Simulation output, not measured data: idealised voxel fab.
Documented hereafter: the process module known as voxel local oxidation.
Square cell edge 5 nm, section width 165 nm, ID cut.
This document writes a cross-section as a grid whose cells are square, and gives it as bands, listed from the top down; one or more rows of cells form a band. Read a band's entry like this: the first values are the height of its top and the height of its bottom in nm, and what follows is the sequence of materials from left to right, each with its width in nm. Note that "blank" is empty space, and that a single material marked "all across" reaches across the band from edge to edge. Heads up on the height convention: 0 is the point under which the incoming wafer is all one material, and the lowest band has no bottom, it just keeps going down, like "0 -> down". A two-number width, for instance "30..40", indicates that the width is equal to the first number in the top row of the band and to the second number in the bottom row, and that it changes by a constant amount per row of cells. "nothing was modified" means the step left every cell of the cross-section as it was. For the entry "Unvented voids", the listed items are empty spaces with no open way to the top whose size is 8 cells or more; each item follows the pattern width x height at distance, where distance is from the left edge and all three are in nm. What comes after the settings on a step's line is commentary from the simulator itself on that step. "overlay nm" answers the question of how far to the right of plan the mask lay on a step that has a mask, and when it is negative the answer is to the left.
-- Intended process steps
1 RECEIVE (material Si)
2 OXIDIZE (depth nm 5)
3 CONFORMAL_DEP (material SiN; thk nm 10)
4 PATTERN (tone cover; mask id ACTIVE; material resist; width nm 105; thk nm 15; overlay nm 0)
5 DIRECTIONAL_ETCH (etch materials SiN; depth nm 10)
6 STRIP (etch materials resist)
7 SELECTIVE_ETCH (etch materials SiO2; depth nm 5)
8 OXIDIZE (depth nm 15)
9 STRIP (etch materials SiN)
-- Cross-section of the wafer at receipt, which is the condition after step 1
> 0 -> down | Si all across
> Unvented voids: none
-- First wafer of two, sectioned at end of module; run went per plan
> 0 -> -5 | blank 35 nm, SiO2 95 nm, blank 35 nm
> -5 -> -20 | SiO2 50 nm, Si 65 nm, SiO2 50 nm
> -20 -> down | Si all across
> Unvented voids: none
-- Cross-section, second wafer: same start as the first, same plan as the first, one mistake in running it; taken at the end of the module
> 0 -> -5 | blank 35 nm, SiO2 95 nm, blank 35 nm
> -5 -> -15 | SiO2 45 nm, Si 75 nm, SiO2 45 nm
> -15 -> down | Si all across
> Unvented voids: none
Want to know what went wrong? not per plan at step 8, really ran OXIDIZE (depth nm 10)
Final wafer comparison in cells, second versus first, more or fewer per material: Si: 24 more, SiO2: 24 fewer
